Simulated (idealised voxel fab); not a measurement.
Name of the process module below: voxel plated lines
Section shown: cut. Width: 225 nm. Cell size: 5 nm, square.
Bands, listed from the top down, are how a cross-section gets written in this document; the cross-section itself is a grid of square cells, and a band is one or more rows of them.
It is stipulated that each band's entry specify, in nanometres, the height of the top of the band and then that of its bottom, followed by the materials of the band in left-to-right sequence, each together with its width in nanometres. A single material marked by the word "everywhere" is understood to fill the band from edge to edge; the word "air" is understood to denote empty space.
We count height from 0. Below that, the starting wafer is all one material. The lowest band never ends at the bottom but goes on down; see "z 0 and below" for how that is written.
Note: "30..40" means the width goes from the first number (top row of the band) to the second number (bottom row) in equal steps per row of cells.
"everything unchanged" for a step: no cell of the cross-section changed in that step.
Any empty space of 8 cells or more lacking an open way to the top shows up in "Voids, enclosed" as width x height at distance, distance from the left edge, in nm.
If you see something after the settings on a step's line, that's the simulator's own remark about that step.
When a step includes a mask, the "overlay nm" setting on its line states how far to the right of its planned place that mask lay, and negative values state how far to the left.

This section lists the process steps that were planned:
1) RECEIVE | material Si
2) CONFORMAL_DEP | material Al2O3 | thk nm 15
3) DIRECTIONAL_DEP | material TiN | thk nm 5
4) PATTERN | tone open | mask id LINES | material resist | width nm 20 | pitch nm 45 | thk nm 30 | overlay nm 0
5) EPI | material Ru | thk nm 5
6) EPI | material Ru | thk nm 10
7) STRIP | etch materials resist
8) DIRECTIONAL_ETCH | etch materials TiN | depth nm 5
9) CONFORMAL_DEP | material SiN | thk nm 5

The first of a set of two wafers, run to plan:

The cross-section here shows the wafer as received, i.e. in its state after step 1:
  z 0 and below: Si everywhere
  Voids, enclosed: none

Upon completion of step 2, the wafer appears in cross-section as shown:
  z 15 to 0: Al2O3 everywhere
  Under the height 0 nothing was changed.

Upon completion of step 3, the wafer appears in cross-section as shown:
  z 20 to 15: TiN everywhere
  Under the height 15 nothing was changed.

Upon completion of step 4, the wafer appears in cross-section as shown:
  z 50 to 20: resist 35, then air 20, then resist 25, then air 20, then resist 25, then air 20, then resist 25, then air 20, then resist 35
  Under the height 20 nothing was changed.

Upon completion of step 5, the wafer appears in cross-section as shown:
  z 50 to 25: resist 35, then air 20, then resist 25, then air 20, then resist 25, then air 20, then resist 25, then air 20, then resist 35
  z 25 to 20: resist 35, then Ru 20, then resist 25, then Ru 20, then resist 25, then Ru 20, then resist 25, then Ru 20, then resist 35
  Under the height 20 nothing was changed.

Upon completion of step 6, the wafer appears in cross-section as shown:
  z 50 to 35: resist 35, then air 20, then resist 25, then air 20, then resist 25, then air 20, then resist 25, then air 20, then resist 35
  z 35 to 20: resist 35, then Ru 20, then resist 25, then Ru 20, then resist 25, then Ru 20, then resist 25, then Ru 20, then resist 35
  Under the height 20 nothing was changed.

Upon completion of step 7, the wafer appears in cross-section as shown:
  z 35 to 20: air 35, then Ru 20, then air 25, then Ru 20, then air 25, then Ru 20, then air 25, then Ru 20, then air 35
  Under the height 20 nothing was changed.

Upon completion of step 8, the wafer appears in cross-section as shown:
  z 35 to 20: air 35, then Ru 20, then air 25, then Ru 20, then air 25, then Ru 20, then air 25, then Ru 20, then air 35
  z 20 to 15: air 35, then TiN 20, then air 25, then TiN 20, then air 25, then TiN 20, then air 25, then TiN 20, then air 35
  Under the height 15 nothing was changed.

Upon completion of step 9, the wafer appears in cross-section as shown:
  z 40 to 35: air 30, then SiN 30, then air 15, then SiN 30, then air 15, then SiN 30, then air 15, then SiN 30, then air 30
  z 35 to 20: air 30, then SiN 5, then Ru 20, then SiN 5, then air 15, then SiN 5, then Ru 20, then SiN 5, then air 15, then SiN 5, then Ru 20, then SiN 5, then air 15, then SiN 5, then Ru 20, then SiN 5, then air 30
  z 20 to 15: SiN 35, then TiN 20, then SiN 25, then TiN 20, then SiN 25, then TiN 20, then SiN 25, then TiN 20, then SiN 35
  Under the height 15 nothing was changed.

Wafer two: like wafer one in start and plan, but with one mistake in execution; identical up to and including step 1:

Second wafer shown in cross-section at the time step 2 was slated to end:
  z 5 to 0: Al2O3 everywhere
  Under the height 0 nothing was changed.

Second wafer shown in cross-section at the time step 3 was slated to end:
  z 10 to 5: TiN everywhere
  Under the height 5 nothing was changed.

Second wafer shown in cross-section at the time step 4 was slated to end:
  z 40 to 10: resist 35, then air 20, then resist 25, then air 20, then resist 25, then air 20, then resist 25, then air 20, then resist 35
  Under the height 10 nothing was changed.

Second wafer shown in cross-section at the time step 5 was slated to end:
  z 40 to 15: resist 35, then air 20, then resist 25, then air 20, then resist 25, then air 20, then resist 25, then air 20, then resist 35
  z 15 to 10: resist 35, then Ru 20, then resist 25, then Ru 20, then resist 25, then Ru 20, then resist 25, then Ru 20, then resist 35
  Under the height 10 nothing was changed.

Second wafer shown in cross-section at the time step 6 was slated to end:
  z 40 to 25: resist 35, then air 20, then resist 25, then air 20, then resist 25, then air 20, then resist 25, then air 20, then resist 35
  z 25 to 10: resist 35, then Ru 20, then resist 25, then Ru 20, then resist 25, then Ru 20, then resist 25, then Ru 20, then resist 35
  Under the height 10 nothing was changed.

Second wafer shown in cross-section at the time step 7 was slated to end:
  z 25 to 10: air 35, then Ru 20, then air 25, then Ru 20, then air 25, then Ru 20, then air 25, then Ru 20, then air 35
  Under the height 10 nothing was changed.

Second wafer shown in cross-section at the time step 8 was slated to end:
  z 25 to 10: air 35, then Ru 20, then air 25, then Ru 20, then air 25, then Ru 20, then air 25, then Ru 20, then air 35
  z 10 to 5: air 35, then TiN 20, then air 25, then TiN 20, then air 25, then TiN 20, then air 25, then TiN 20, then air 35
  Under the height 5 nothing was changed.

Second wafer shown in cross-section at the time step 9 was slated to end:
  z 30 to 25: air 30, then SiN 30, then air 15, then SiN 30, then air 15, then SiN 30, then air 15, then SiN 30, then air 30
  z 25 to 10: air 30, then SiN 5, then Ru 20, then SiN 5, then air 15, then SiN 5, then Ru 20, then SiN 5, then air 15, then SiN 5, then Ru 20, then SiN 5, then air 15, then SiN 5, then Ru 20, then SiN 5, then air 30
  z 10 to 5: SiN 35, then TiN 20, then SiN 25, then TiN 20, then SiN 25, then TiN 20, then SiN 25, then TiN 20, then SiN 35
  Under the height 5 nothing was changed.
Against the plan, the run slipped here: it should be noted that step 2 was executed with settings other than those planned, the operation and settings actually applied being CONFORMAL_DEP | material Al2O3 | thk nm 5
The second wafer ends with more or fewer cells of some materials than the first, per final count: -90 Al2O3
